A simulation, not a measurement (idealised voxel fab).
voxel gate over fins: a process module
We display cut, a cross-section 290 nm in width whose square cells are each 5 nm.
The cross-sections in this document take the form of a grid made of square cells. They are written out as bands, in order from top to bottom. Each band consists of one or more rows of cells. A band entry consists of two parts. The first gives the height of the band's top and the height of its bottom, in nm. The rest lists the band's materials from left to right, each with its width in nm. A single material labelled with the word "everywhere" fills the band from edge to edge, and the word "air" marks empty space. Height is counted from the level 0, under which the received wafer is composed throughout of one material. The lowest of the bands is not closed at the bottom but continues downward, in the notation "0 -> down". Read "30->40" as a graded width: first number on top, second number at the bottom, same change between each pair of neighbouring rows. When a step is marked "all unchanged", none of the cells in the cross-section changed during that step. Listed in "Closed cavity list": every empty space of 8 or more cells without an open way to the top. Form: width x height at distance, the distance being from the left edge, all in nm. Heads up: the bit after the settings on a step's line is the simulator's remark on that step. overlay nm: on a step with a mask, how far right of its planned place the mask lay; negative means left.

Planned step list for the process:
- 1: RECEIVE,material Si
- 2: CONFORMAL_DEP,material SiN,thk nm 5
- 3: MASKED_ETCH,tone cover,mask id FINS,width nm 15,pitch nm 35,etch materials SiN,depth nm 5,overlay nm 0
- 4: MASKED_ETCH,tone cover,mask id FINS,width nm 15,pitch nm 35,etch materials Si,depth nm 35,overlay nm 0
- 5: FILL_DEP,material SiO2,thk nm 5
- 6: CMP,height nm 5
- 7: SELECTIVE_ETCH,etch materials SiO2,depth nm 15
- 8: STRIP,etch materials SiN
- 9: CONFORMAL_DEP,material HfO2,thk nm 5
- 10: CONFORMAL_DEP,material TiN,thk nm 5
- 11: FILL_DEP,material W,thk nm 15
- 12: CMP,height nm 20
- 13: CONFORMAL_DEP,material SiCN,thk nm 5

Cross-section, incoming material, after step 1:
> 0 -> down | Si everywhere
> Closed cavity list: none

What the wafer looks like in cross-section after this module, when it starts as shown above and follows the plan above but one mistake is made in running it:
> 25 -> 20 | SiCN everywhere
> 20 -> 10 | W everywhere
> 10 -> 5 | TiN everywhere
> 5 -> 0 | HfO2 everywhere
> 0 -> -35 | 120 SiO2; 15 Si; 20 SiO2; 15 Si; 120 SiO2
> -35 -> down | Si everywhere
> Closed cavity list: none
Finding, execution versus plan: step 7 changed vs plan, executed as SELECTIVE_ETCH,etch materials SiO2,depth nm 5
